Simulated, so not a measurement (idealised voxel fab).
Presented below is a process module, voxel wiring stack.
Xsec cut, 210 nm wide, square cell size 5 nm.
Cross-section, as written here: a square-cell grid given band by band from the top down, where a band holds one or more rows of cells. The entry gives the band's vertical extent as a top height and a bottom height in nm, then its horizontal make-up as materials from left to right, each with a width in nm. "blank" stands for empty space; a single material marked "edge to edge" fills the band edge to edge. The level at which height equals 0 is the one under which the wafer, as it arrives, is entirely one material. No lower edge exists for the bottom band, which continues downward and is notated as in "z 0 and below". Per-row width for "30 to 40": begins at first number (top row of band), ends at second number (bottom row), increment between rows held constant. "nothing changed", as given for a step, is the statement that not any cell of the cross-section underwent a change during that step. You'll see "Closed void catalog" listing empty spaces that have no way open to the top, as long as they're 8 cells or more; the notation is width x height at distance, where the distance is from the left edge, and all of it is in nm. On a step's line, text after the settings is the simulator commenting on that step. overlay nm, on a step with a mask: how far to the right of its planned place the mask lay; to the left if negative.

## The process steps that were planned are listed below
- 1: RECEIVE,material Si
- 2: CONFORMAL_DEP,material SiO2,thk nm 15
- 3: CONFORMAL_DEP,material SiCN,thk nm 5
- 4: DIRECTIONAL_DEP,material SiO2,thk nm 25
- 5: PATTERN,tone open,mask id METAL_1,material resist,width nm 20,pitch nm 35,thk nm 20,overlay nm 0
- 6: DIRECTIONAL_ETCH,etch materials SiO2,depth nm 25
- 7: DIRECTIONAL_ETCH,etch materials SiCN,depth nm 5
- 8: STRIP,etch materials resist
- 9: CONFORMAL_DEP,material TiN,thk nm 5
- 10: FILL_DEP,material Cu,thk nm 5
- 11: CMP,height nm 45
- 12: CONFORMAL_DEP,material SiCN,thk nm 5
- 13: DIRECTIONAL_DEP,material SiO2,thk nm 30
- 14: DIRECTIONAL_DEP,material aC,thk nm 10
- 15: PATTERN,tone open,mask id METAL_2_HOLES,material resist,width nm 15,pitch nm 35,thk nm 25,overlay nm 0
- 16: DIRECTIONAL_ETCH,etch materials aC,depth nm 10
- 17: STRIP,etch materials resist
- 18: DIRECTIONAL_ETCH,etch materials SiO2,depth nm 30
- 19: STRIP,etch materials aC
- 20: DIRECTIONAL_DEP,material aC,thk nm 15
- 21: PATTERN,tone open,mask id METAL_2,material resist,width nm 20,pitch nm 35,thk nm 30,overlay nm 0
- 22: DIRECTIONAL_ETCH,etch materials aC,depth nm 15
- 23: STRIP,etch materials resist
- 24: DIRECTIONAL_ETCH,etch materials SiO2,depth nm 20
- 25: DIRECTIONAL_ETCH,etch materials SiCN,depth nm 5
- 26: STRIP,etch materials aC
- 27: CONFORMAL_DEP,material TiN,thk nm 5
- 28: FILL_DEP,material Cu,thk nm 10
- 29: CMP,height nm 80
- 30: CONFORMAL_DEP,material SiCN,thk nm 5
- 31: DIRECTIONAL_DEP,material SiO2,thk nm 30
- 32: MASKED_ETCH,tone open,mask id METAL_3_HOLES,width nm 15,pitch nm 70,etch materials SiO2,depth nm 30,overlay nm 0
- 33: DIRECTIONAL_DEP,material aC,thk nm 15
- 34: PATTERN,tone open,mask id METAL_3,material resist,width nm 20,pitch nm 35,thk nm 35,overlay nm 0
- 35: DIRECTIONAL_ETCH,etch materials aC,depth nm 15
- 36: STRIP,etch materials resist
- 37: DIRECTIONAL_ETCH,etch materials SiO2,depth nm 20
- 38: DIRECTIONAL_ETCH,etch materials SiCN,depth nm 5
- 39: STRIP,etch materials aC
- 40: CONFORMAL_DEP,material TiN,thk nm 5
- 41: FILL_DEP,material Cu,thk nm 5
- 42: CMP,height nm 115
- 43: CONFORMAL_DEP,material SiCN,thk nm 5

## Incoming wafer in cross-section (state: after step 1)
    z 0 and below: Si edge to edge
    Closed void catalog: none

## Cross-section, first of two wafers, end of module, run as planned
    z 120 to 115: SiCN edge to edge
    z 115 to 100: SiO2 (40), TiN (5), Cu (10), TiN (5), SiO2 (15), TiN (5), Cu (10), TiN (5), SiO2 (15), TiN (5), Cu (10), TiN (5), SiO2 (15), TiN (5), Cu (10), TiN (5), SiO2 (45)
    z 100 to 95: SiO2 (40), TiN (5), Cu (5), TiN (10), SiO2 (15), TiN (20), SiO2 (15), TiN (5), Cu (5), TiN (10), SiO2 (15), TiN (20), SiO2 (45)
    z 95 to 85: SiO2 (40), TiN (5), Cu (5), TiN (5), SiO2 (55), TiN (5), Cu (5), TiN (5), SiO2 (85)
    z 85 to 80: SiCN (40), TiN (15), SiCN (55), TiN (15), SiCN (85)
    z 80 to 65: SiO2 (40), TiN (5), Cu (10), TiN (5), SiO2 (15), TiN (5), Cu (10), TiN (5), SiO2 (15), TiN (5), Cu (10), TiN (5), SiO2 (15), TiN (5), Cu (10), TiN (5), SiO2 (45)
    z 65 to 60: SiO2 (40), TiN (5), Cu (5), TiN (10), SiO2 (15), TiN (5), Cu (5), TiN (10), SiO2 (15), TiN (5), Cu (5), TiN (10), SiO2 (15), TiN (5), Cu (5), TiN (10), SiO2 (45)
    z 60 to 50: SiO2 (40), TiN (5), Cu (5), TiN (5), SiO2 (20), TiN (5), Cu (5), TiN (5), SiO2 (20), TiN (5), Cu (5), TiN (5), SiO2 (20), TiN (5), Cu (5), TiN (5), SiO2 (50)
    z 50 to 45: SiCN (40), TiN (15), SiCN (20), TiN (15), SiCN (20), TiN (15), SiCN (20), TiN (15), SiCN (50)
    z 45 to 20: SiO2 (40), TiN (5), Cu (10), TiN (5), SiO2 (15), TiN (5), Cu (10), TiN (5), SiO2 (15), TiN (5), Cu (10), TiN (5), SiO2 (15), TiN (5), Cu (10), TiN (5), SiO2 (45)
    z 20 to 15: SiCN (40), TiN (20), SiCN (15), TiN (20), SiCN (15), TiN (20), SiCN (15), TiN (20), SiCN (45)
    z 15 to 0: SiO2 edge to edge
    z 0 and below: Si edge to edge
    Closed void catalog: none

## Presented here is a cross-section of the second of the two wafers as it stood at the end of the module. It was started in the same manner and assigned the same plan as the first wafer; however, one mistake was made in its execution
    z 120 to 115: SiCN edge to edge
    z 115 to 100: SiO2 (40), TiN (5), Cu (10), TiN (5), SiO2 (20), TiN (5), Cu (5), TiN (5), SiO2 (15), TiN (5), Cu (10), TiN (5), SiO2 (20), TiN (5), Cu (5), TiN (5), SiO2 (45)
    z 100 to 95: SiO2 (40), TiN (5), Cu (5), TiN (10), SiO2 (20), TiN (15), SiO2 (15), TiN (5), Cu (5), TiN (10), SiO2 (20), TiN (15), SiO2 (45)
    z 95 to 90: SiO2 (40), TiN (5), Cu (5), TiN (5), SiO2 (55), TiN (5), Cu (5), TiN (5), SiO2 (85)
    z 90 to 85: SiO2 (40), TiN (15), SiO2 (55), TiN (15), SiO2 (85)
    z 85 to 80: SiCN (45), TiN (10), SiCN (60), TiN (10), SiCN (85)
    z 80 to 65: SiO2 (40), TiN (5), Cu (10), TiN (5), SiO2 (15), TiN (5), Cu (10), TiN (5), SiO2 (15), TiN (5), Cu (10), TiN (5), SiO2 (15), TiN (5), Cu (10), TiN (5), SiO2 (45)
    z 65 to 60: SiO2 (40), TiN (5), Cu (5), TiN (10), SiO2 (15), TiN (5), Cu (5), TiN (10), SiO2 (15), TiN (5), Cu (5), TiN (10), SiO2 (15), TiN (5), Cu (5), TiN (10), SiO2 (45)
    z 60 to 50: SiO2 (40), TiN (5), Cu (5), TiN (5), SiO2 (20), TiN (5), Cu (5), TiN (5), SiO2 (20), TiN (5), Cu (5), TiN (5), SiO2 (20), TiN (5), Cu (5), TiN (5), SiO2 (50)
    z 50 to 45: SiCN (40), TiN (15), SiCN (20), TiN (15), SiCN (20), TiN (15), SiCN (20), TiN (15), SiCN (50)
    z 45 to 20: SiO2 (40), TiN (5), Cu (10), TiN (5), SiO2 (15), TiN (5), Cu (10), TiN (5), SiO2 (15), TiN (5), Cu (10), TiN (5), SiO2 (15), TiN (5), Cu (10), TiN (5), SiO2 (45)
    z 20 to 15: SiCN (40), TiN (20), SiCN (15), TiN (20), SiCN (15), TiN (20), SiCN (15), TiN (20), SiCN (45)
    z 15 to 0: SiO2 edge to edge
    z 0 and below: Si edge to edge
    Closed void catalog: none
What was the processing mistake? off-plan run, step 34, actual operation and settings PATTERN,tone open,mask id METAL_3,material resist,width nm 15,pitch nm 35,thk nm 35,overlay nm 0
It is noted that, at the conclusion of processing, the second wafer exhibits a higher or lower cell count for certain materials relative to the first: 8 fewer of Cu; 2 more of SiCN; 8 more of SiO2; 2 fewer of TiN
